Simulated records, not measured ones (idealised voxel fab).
process module | voxel trench capacitor
cross-section cut | 225 nm wide | cells 5 nm
A cross-section is a grid of square cells, given in bands from the top down. A band is one or more rows of cells.
Each band's line starts with the height of the band's top and of its bottom, in nm. Then come its materials from left to right, each with its width in nm. One material with "throughout" fills the band from edge to edge. "air" is empty space.
Height 0 is the level under which the wafer as received is all one material. The lowest band goes on downwards, as in "0 down".
A width such as "30 to 40" changes by the same amount from each row of cells to the next, from the band's top row to its bottom row.
"no change" after a step means that no cell of the cross-section changed.
closed voids: empty space of 8 cells or more with no open way to the top, each as width x height at its distance from the left edge, in nm
after a step's settings: what the simulator itself notes on the step
overlay nm, on a step with a mask: how far to the right of its planned place the mask lay; to the left if negative
plan
1 op RECEIVE | material Si
2 op CONFORMAL_DEP | material SiN | thk nm 10
3 op MASKED_ETCH | tone open | mask id TRENCH | width nm 15 | pitch nm 35 | etch materials SiN | depth nm 10 | overlay nm 0
4 op MASKED_ETCH | tone open | mask id TRENCH | width nm 15 | pitch nm 35 | etch materials Si | depth nm 40 | overlay nm 0
5 op CONFORMAL_DEP | material Al2O3 | thk nm 5
6 op FILL_DEP | material polySi | thk nm 10
7 op CMP | height nm 10
as received, after step 1
  0 down: Si throughout
  closed voids: none
first wafer at the end, as planned
  10 to 0: SiN 70 | Al2O3 5 | polySi 5 | Al2O3 5 | SiN 20 | Al2O3 5 | polySi 5 | Al2O3 5 | SiN 20 | Al2O3 5 | polySi 5 | Al2O3 5 | SiN 70
  0 to -35: Si 70 | Al2O3 5 | polySi 5 | Al2O3 5 | Si 20 | Al2O3 5 | polySi 5 | Al2O3 5 | Si 20 | Al2O3 5 | polySi 5 | Al2O3 5 | Si 70
  -35 to -40: Si 70 | Al2O3 15 | Si 20 | Al2O3 15 | Si 20 | Al2O3 15 | Si 70
  -40 down: Si throughout
  closed voids: none
second wafer at the end: like start, like plan, one mistake
  10 to 5: polySi 65 | Al2O3 5 | SiN 15 | Al2O3 5 | polySi 10 | Al2O3 5 | SiN 15 | Al2O3 5 | polySi 10 | Al2O3 5 | SiN 15 | Al2O3 5 | polySi 65
  5 to 0: Al2O3 70 | SiN 15 | Al2O3 20 | SiN 15 | Al2O3 20 | SiN 15 | Al2O3 70
  0 down: Si throughout
  closed voids: none
what went wrong: step 3 ran as: op MASKED_ETCH | tone cover | mask id TRENCH | width nm 15 | pitch nm 35 | etch materials SiN | depth nm 10 | overlay nm 0
at the end the second wafer has, in cells: 21 fewer of Al2O3 | 72 more of Si | 54 fewer of SiN | 3 more of polySi
